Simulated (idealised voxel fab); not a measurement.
The process module that follows is named voxel wiring stack.
This is section cut - it's 200 nm across, gridded in 5 nm square cells.
Just so we're on the same page, the cross-sections are grids of square cells, and they're listed out in bands top to bottom, each band one or more rows deep. Top height, bottom height, nm. Materials left to right, width each, nm. Single material + "all across" = fills band edge to edge. "air" = empty. Heights from 0 (as-received wafer is one material below). Bottom band endless downward, as "0 nm and below". Note: "30->40" means the width goes from the first number (top row of the band) to the second number (bottom row) in equal steps per row of cells. What does "changes: none" mean for a step? It means no cell of the cross-section changed in that step. So "Closed void list" is basically the list of trapped voids: any empty space of 8 cells or more that can't reach the top through an opening. They're written width x height at distance, the distance being from the left edge, and it's all nm. That trailing text on a step's line, after the settings, is the simulator's own remark on the step. overlay nm, on a step with a mask: how far to the right of its planned place the mask lay; to the left if negative.

# The process steps that were planned are listed below
1. RECEIVE, material Si
2. CONFORMAL_DEP, material SiO2, thk nm 15
3. CONFORMAL_DEP, material SiN, thk nm 5
4. DIRECTIONAL_DEP, material lowk, thk nm 25
5. DIRECTIONAL_DEP, material aC, thk nm 10
6. PATTERN, tone open, mask id METAL_1, material resist, width nm 25, pitch nm 45, thk nm 30, overlay nm 0
7. DIRECTIONAL_ETCH, etch materials aC, depth nm 10
8. STRIP, etch materials resist
9. DIRECTIONAL_ETCH, etch materials lowk, depth nm 25
10. DIRECTIONAL_ETCH, etch materials SiN, depth nm 5
11. STRIP, etch materials aC
12. CONFORMAL_DEP, material TiN, thk nm 5
13. FILL_DEP, material Ru, thk nm 5
14. CMP, height nm 45
15. CONFORMAL_DEP, material SiCN, thk nm 5
16. DIRECTIONAL_DEP, material SiO2, thk nm 15
17. MASKED_ETCH, tone open, mask id PLUG_1, width nm 15, pitch nm 45, etch materials SiO2, depth nm 15, overlay nm 0
18. MASKED_ETCH, tone open, mask id PLUG_1, width nm 15, pitch nm 45, etch materials SiCN, depth nm 5, overlay nm 0
19. EPI, material Ru, thk nm 10
20. EPI, material Ru, thk nm 10
21. CONFORMAL_DEP, material SiN, thk nm 5
22. DIRECTIONAL_DEP, material lowk, thk nm 20
23. MASKED_ETCH, tone open, mask id METAL_2, width nm 25, pitch nm 45, etch materials lowk, depth nm 20, overlay nm 0
24. MASKED_ETCH, tone open, mask id METAL_2, width nm 25, pitch nm 45, etch materials SiN, depth nm 5, overlay nm 0
25. CONFORMAL_DEP, material TiN, thk nm 5
26. FILL_DEP, material Ru, thk nm 10
27. CMP, height nm 90
28. CONFORMAL_DEP, material SiCN, thk nm 5
29. DIRECTIONAL_DEP, material SiO2, thk nm 10
30. MASKED_ETCH, tone open, mask id PLUG_2, width nm 15, etch materials SiO2, depth nm 10, overlay nm 0
31. MASKED_ETCH, tone open, mask id PLUG_2, width nm 15, etch materials SiCN, depth nm 5, overlay nm 0
32. EPI, material Ru, thk nm 10
33. EPI, material Ru, thk nm 5
34. CONFORMAL_DEP, material SiN, thk nm 5
35. DIRECTIONAL_DEP, material lowk, thk nm 20
36. DIRECTIONAL_DEP, material aC, thk nm 15
37. PATTERN, tone open, mask id METAL_3, material resist, width nm 25, pitch nm 45, thk nm 30, overlay nm 0
38. DIRECTIONAL_ETCH, etch materials aC, depth nm 15
39. STRIP, etch materials resist
40. DIRECTIONAL_ETCH, etch materials lowk, depth nm 20
41. DIRECTIONAL_ETCH, etch materials SiN, depth nm 5
42. STRIP, etch materials aC
43. CONFORMAL_DEP, material TiN, thk nm 5
44. FILL_DEP, material Ru, thk nm 5
45. CMP, height nm 130
46. CONFORMAL_DEP, material SiCN, thk nm 5

# Here's what the wafer looked like in cross-section when it arrived - that's after step 1
0 nm and below | Si all across
Closed void list: none

# Result of the module, cross-sectioned: start per above, plan per above, one error in how it was run
135 nm to 130 nm | SiCN all across
130 nm to 125 nm | TiN 70  Ru 15  TiN 30  Ru 15  TiN 70
125 nm to 110 nm | lowk 65  TiN 5  Ru 15  TiN 5  lowk 20  TiN 5  Ru 15  TiN 5  lowk 65
110 nm to 105 nm | lowk 65  TiN 25  lowk 20  TiN 25  lowk 65
105 nm to 95 nm | SiO2 65  Ru 15  SiO2 120
95 nm to 90 nm | SiCN 65  Ru 15  SiCN 120
90 nm to 70 nm | lowk 65  TiN 5  Ru 15  TiN 5  lowk 20  TiN 5  Ru 15  TiN 5  lowk 65
70 nm to 65 nm | SiN 65  TiN 25  SiN 20  TiN 25  SiN 65
65 nm to 50 nm | SiO2 65  Ru 15  SiO2 30  Ru 15  SiO2 75
50 nm to 45 nm | SiCN 65  Ru 15  SiCN 30  Ru 15  SiCN 75
45 nm to 20 nm | lowk 65  TiN 5  Ru 15  TiN 5  lowk 20  TiN 5  Ru 15  TiN 5  lowk 65
20 nm to 15 nm | SiN 65  TiN 25  SiN 20  TiN 25  SiN 65
15 nm to 0 nm | SiO2 all across
0 nm and below | Si all across
Closed void list: none
What broke from the plan during processing? step 34 of the plan never got run, it was skipped over
